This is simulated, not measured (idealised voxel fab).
process module | voxel gate over fins
In the cross-section labelled cut, the width is 245 nm and each square cell is 5 nm.
Throughout this document, each cross-section is represented as a grid of square cells and is presented as a sequence of bands enumerated from the top downward, where a band comprises one or more rows of cells. Read a band's entry like this: the first values are the height of its top and the height of its bottom in nm, and what follows is the sequence of materials from left to right, each with its width in nm. Note that "air" is empty space, and that a single material marked "everywhere" reaches across the band from edge to edge. Heights from 0 (as-received wafer is one material below). Bottom band endless downward, as "from 0 down". Think of "30->40" as a width that walks from the first number to the second as you go down the band, top row to bottom row, taking equal-sized steps from row to row. "remained unchanged" for a step: no cell of the cross-section changed in that step. The entry "Closed void list" lists the empty spaces that cover at least 8 cells and have no open path to the top. Each is written as width x height at distance, where the distance is measured from the left edge and all three values are in nm. Whatever follows a step's settings on its line is a remark the simulator itself makes about that step. The "overlay nm" setting may appear on a step's line; for a step that uses a mask, it gives how far to the right of its planned position the mask lay, and a negative value indicates the left.
Process steps foreseen in the plan
1. RECEIVE,material Si
2. CONFORMAL_DEP,material SiN,thk nm 10
3. DIRECTIONAL_DEP,material aC,thk nm 10
4. PATTERN,tone cover,mask id FINS,material resist,width nm 15,pitch nm 45,thk nm 30,overlay nm 0
5. DIRECTIONAL_ETCH,etch materials aC,depth nm 10
6. STRIP,etch materials resist
7. DIRECTIONAL_ETCH,etch materials SiN,depth nm 10
8. DIRECTIONAL_ETCH,etch materials Si,depth nm 30
9. STRIP,etch materials aC
10. FILL_DEP,material SiO2,thk nm 10
11. CMP,height nm 10
12. SELECTIVE_ETCH,etch materials SiO2,depth nm 20
13. STRIP,etch materials SiN
14. CONFORMAL_DEP,material HfO2,thk nm 5
15. CONFORMAL_DEP,material TiN,thk nm 5
16. FILL_DEP,material W,thk nm 10
17. CMP,height nm 15
18. CONFORMAL_DEP,material SiCN,thk nm 5
Delivered wafer in cross-section: state after step 1
  from 0 down | Si everywhere
  Closed void list: none
End-of-module XS, first of two wafers, run as planned
  from 20 to 15 | SiCN everywhere
  from 15 to 10 | W everywhere
  from 10 to 5 | 80 of W, then 35 of TiN, then 10 of W, then 35 of TiN, then 85 of W
  from 5 to 0 | 80 of W, then 5 of TiN, then 25 of HfO2, then 5 of TiN, then 10 of W, then 5 of TiN, then 25 of HfO2, then 5 of TiN, then 85 of W
  from 0 to -5 | 85 of TiN, then 5 of HfO2, then 15 of Si, then 5 of HfO2, then 20 of TiN, then 5 of HfO2, then 15 of Si, then 5 of HfO2, then 90 of TiN
  from -5 to -10 | 90 of HfO2, then 15 of Si, then 30 of HfO2, then 15 of Si, then 95 of HfO2
  from -10 to -30 | 90 of SiO2, then 15 of Si, then 30 of SiO2, then 15 of Si, then 95 of SiO2
  from -30 down | Si everywhere
  Closed void list: none
Cross-sectional view of the second of two wafers upon completion of the module. This wafer shared its starting condition and process plan with the first; one error was made during its execution
  from 20 to 15 | SiCN everywhere
  from 15 to 10 | W everywhere
  from 10 to 5 | TiN everywhere
  from 5 to 0 | 95 of HfO2, then 5 of TiN, then 40 of HfO2, then 5 of TiN, then 100 of HfO2
  from 0 to -5 | 90 of Si, then 5 of HfO2, then 5 of TiN, then 5 of HfO2, then 30 of Si, then 5 of HfO2, then 5 of TiN, then 5 of HfO2, then 95 of Si
  from -5 to -10 | 90 of Si, then 15 of HfO2, then 30 of Si, then 15 of HfO2, then 95 of Si
  from -10 to -30 | 90 of Si, then 15 of SiO2, then 30 of Si, then 15 of SiO2, then 95 of Si
  from -30 down | Si everywhere
  Closed void list: none
So what did we get wrong on this run? contrary to plan, step 4 was performed as PATTERN,tone open,mask id FINS,material resist,width nm 15,pitch nm 45,thk nm 30,overlay nm 0
It is noted that, at the conclusion of processing, the second wafer exhibits a higher or lower cell count for certain materials relative to the first: Si +222, SiO2 -148, TiN -4, W -70
